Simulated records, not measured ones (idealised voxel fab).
The following is a process module called voxel plated lines.
Displayed cross-section: cut, width of 155 nm, square cells sized 5 nm.
Cross-sections here: square-cell grids, written as top-down lists of bands, a band being one or more rows of cells.
Within each band entry, the heights of the top and of the bottom of the band appear first, in that order and in nm; the materials of the band then follow from left to right, each with its corresponding width in nm. The designation "edge to edge" on a single material indicates that it fills the band from edge to edge; the designation "blank" indicates empty space.
Heads up on the height convention: 0 is the point under which the incoming wafer is all one material, and the lowest band has no bottom, it just keeps going down, like "from 0 down".
Quick explanation for "30->40": the width changes in equal steps down the rows of cells, from the first number in the band's top row to the second number in its bottom row.
No cell of the cross-section changed in a step that is given as "no change occurred".
Heads up: "Enclosed cavities" only lists the empty pockets with no open path to the top that are 8 cells or more, and it writes them as width x height at distance, distance from the left edge, in nm.
Read whatever lies past the settings on a step's line as the simulator's own remark about the step.
"overlay nm", when on a step's line for a step with a mask, measures how far to the right of its planned place the mask lay; a negative measure means to the left.

The steps planned for the process are as follows
| 1 | RECEIVE with material Si |
| 2 | CONFORMAL_DEP with material Al2O3, thk nm 15 |
| 3 | DIRECTIONAL_DEP with material TiN, thk nm 5 |
| 4 | PATTERN with tone open, mask id LINES, material resist, width nm 15, pitch nm 30, thk nm 40, overlay nm 0 |
| 5 | EPI with material Ru, thk nm 10 |
| 6 | EPI with material Ru, thk nm 5 |
| 7 | EPI with material Ru, thk nm 5 |
| 8 | STRIP with etch materials resist |
| 9 | DIRECTIONAL_ETCH with etch materials TiN, depth nm 5 |
| 10 | CONFORMAL_DEP with material SiO2, thk nm 10 |

As-received state of the wafer in cross-section, equivalent to post-step 1
> from 0 down: Si edge to edge
> Enclosed cavities: none

Cross-sectional result after module completion. Note: starting condition and plan are unchanged from above; one processing mistake was made
> from 50 to 40: blank=55 | SiO2=65 | blank=35
> from 40 to 25: blank=55 | SiO2=10 | Ru=15 | SiO2=15 | Ru=15 | SiO2=10 | blank=35
> from 25 to 20: SiO2=65 | Ru=15 | SiO2=15 | Ru=15 | SiO2=45
> from 20 to 15: SiO2=65 | TiN=15 | SiO2=15 | TiN=15 | SiO2=45
> from 15 to 0: Al2O3 edge to edge
> from 0 down: Si edge to edge
> Enclosed cavities: none
Against the plan, the run slipped here: the process deviated at step 4: the operation and settings actually run there were PATTERN with tone open, mask id LINES, material resist, width nm 15, pitch nm 30, thk nm 40, overlay nm 10
